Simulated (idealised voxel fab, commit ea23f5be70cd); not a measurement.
You're looking at the process module voxel plated lines.
Each square cell in cross-section cut measures 5 nm, and the section as a whole is 230 nm wide.
Cross-section, as written here: a square-cell grid given band by band from the top down, where a band holds one or more rows of cells.
What a band's entry tells you: where the top is and where the bottom is, as heights in nm, and after that what lies inside, material by material from left to right, each with its width in nm. Empty space is written as the word "blank", and a single material marked with the word "all across" occupies the band from edge to edge.
All heights in this document are referenced to 0, defined as the level beneath which the wafer, as received, consists entirely of one material. The lowest band is not bounded below; it extends indefinitely downward and is written in the form "from 0 down".
Width: "30 to 40" (first number = top row, second number = bottom row, same change from row to row of cells).
"identical to before" -> step changed no cross-section cell.
Heads up: "Sealed void list" only lists the empty pockets with no open path to the top that are 8 cells or more, and it writes them as width x height at distance, distance from the left edge, in nm.
Past the settings on a step's line: simulator remark, on that step.
overlay nm: where the mask lay relative to plan, measured to the right, on steps with a mask; negatives go left.
This section lists the process steps that were planned:
1) RECEIVE, material Si
2) CONFORMAL_DEP, material SiN, thk nm 5
3) DIRECTIONAL_DEP, material TiN, thk nm 5
4) PATTERN, tone open, mask id LINES, material resist, width nm 20, pitch nm 50, thk nm 25, overlay nm 0
5) EPI, material Ru, thk nm 10
6) EPI, material Ru, thk nm 5
7) STRIP, etch materials resist
8) DIRECTIONAL_ETCH, etch materials TiN, depth nm 5
9) CONFORMAL_DEP, material SiCN, thk nm 10
Of two wafers, the first: run according to plan:
Shown in cross-section is the wafer as received, that is, as it stands after step 1:
- from 0 down | Si all across
- Sealed void list: none
Upon completion of step 2, the wafer appears in cross-section as shown:
- from 5 to 0 | SiN all across
- No changes below 0.
Upon completion of step 3, the wafer appears in cross-section as shown:
- from 10 to 5 | TiN all across
- No changes below 5.
Upon completion of step 4, the wafer appears in cross-section as shown:
- from 35 to 10 | 80 of resist  20 of blank  30 of resist  20 of blank  80 of resist
- No changes below 10.
Upon completion of step 5, the wafer appears in cross-section as shown:
- from 35 to 20 | 80 of resist  20 of blank  30 of resist  20 of blank  80 of resist
- from 20 to 10 | 80 of resist  20 of Ru  30 of resist  20 of Ru  80 of resist
- No changes below 10.
Upon completion of step 6, the wafer appears in cross-section as shown:
- from 35 to 25 | 80 of resist  20 of blank  30 of resist  20 of blank  80 of resist
- from 25 to 10 | 80 of resist  20 of Ru  30 of resist  20 of Ru  80 of resist
- No changes below 10.
Upon completion of step 7, the wafer appears in cross-section as shown:
- from 25 to 10 | 80 of blank  20 of Ru  30 of blank  20 of Ru  80 of blank
- No changes below 10.
Upon completion of step 8, the wafer appears in cross-section as shown:
- from 25 to 10 | 80 of blank  20 of Ru  30 of blank  20 of Ru  80 of blank
- from 10 to 5 | 80 of blank  20 of TiN  30 of blank  20 of TiN  80 of blank
- No changes below 5.
Upon completion of step 9, the wafer appears in cross-section as shown:
- from 35 to 25 | 70 of blank  40 of SiCN  10 of blank  40 of SiCN  70 of blank
- from 25 to 15 | 70 of blank  10 of SiCN  20 of Ru  10 of SiCN  10 of blank  10 of SiCN  20 of Ru  10 of SiCN  70 of blank
- from 15 to 10 | 80 of SiCN  20 of Ru  30 of SiCN  20 of Ru  80 of SiCN
- from 10 to 5 | 80 of SiCN  20 of TiN  30 of SiCN  20 of TiN  80 of SiCN
- No changes below 5.
Companion wafer, the second of two: same beginning, same intended sequence, one mistake in carrying it out; through step 1 inclusive it tracks the first exactly:
At the planned end of step 2, the second wafer in cross-section: identical to before
At the planned end of step 3, the second wafer in cross-section:
- from 5 to 0 | TiN all across
- No changes below 0.
At the planned end of step 4, the second wafer in cross-section:
- from 30 to 5 | 80 of resist  20 of blank  30 of resist  20 of blank  80 of resist
- No changes below 5.
At the planned end of step 5, the second wafer in cross-section:
- from 30 to 15 | 80 of resist  20 of blank  30 of resist  20 of blank  80 of resist
- from 15 to 5 | 80 of resist  20 of Ru  30 of resist  20 of Ru  80 of resist
- No changes below 5.
At the planned end of step 6, the second wafer in cross-section:
- from 30 to 20 | 80 of resist  20 of blank  30 of resist  20 of blank  80 of resist
- from 20 to 5 | 80 of resist  20 of Ru  30 of resist  20 of Ru  80 of resist
- No changes below 5.
At the planned end of step 7, the second wafer in cross-section:
- from 20 to 5 | 80 of blank  20 of Ru  30 of blank  20 of Ru  80 of blank
- No changes below 5.
At the planned end of step 8, the second wafer in cross-section:
- from 20 to 5 | 80 of blank  20 of Ru  30 of blank  20 of Ru  80 of blank
- from 5 to 0 | 80 of blank  20 of TiN  30 of blank  20 of TiN  80 of blank
- No changes below 0.
At the planned end of step 9, the second wafer in cross-section:
- from 30 to 20 | 70 of blank  40 of SiCN  10 of blank  40 of SiCN  70 of blank
- from 20 to 10 | 70 of blank  10 of SiCN  20 of Ru  10 of SiCN  10 of blank  10 of SiCN  20 of Ru  10 of SiCN  70 of blank
- from 10 to 5 | 80 of SiCN  20 of Ru  30 of SiCN  20 of Ru  80 of SiCN
- from 5 to 0 | 80 of SiCN  20 of TiN  30 of SiCN  20 of TiN  80 of SiCN
- No changes below 0.
The plan and the run diverged here: the plan's step 2 went unexecuted, having been skipped
It is noted that, at the conclusion of processing, the second wafer exhibits a higher or lower cell count for certain materials relative to the first: SiN: 46 fewer
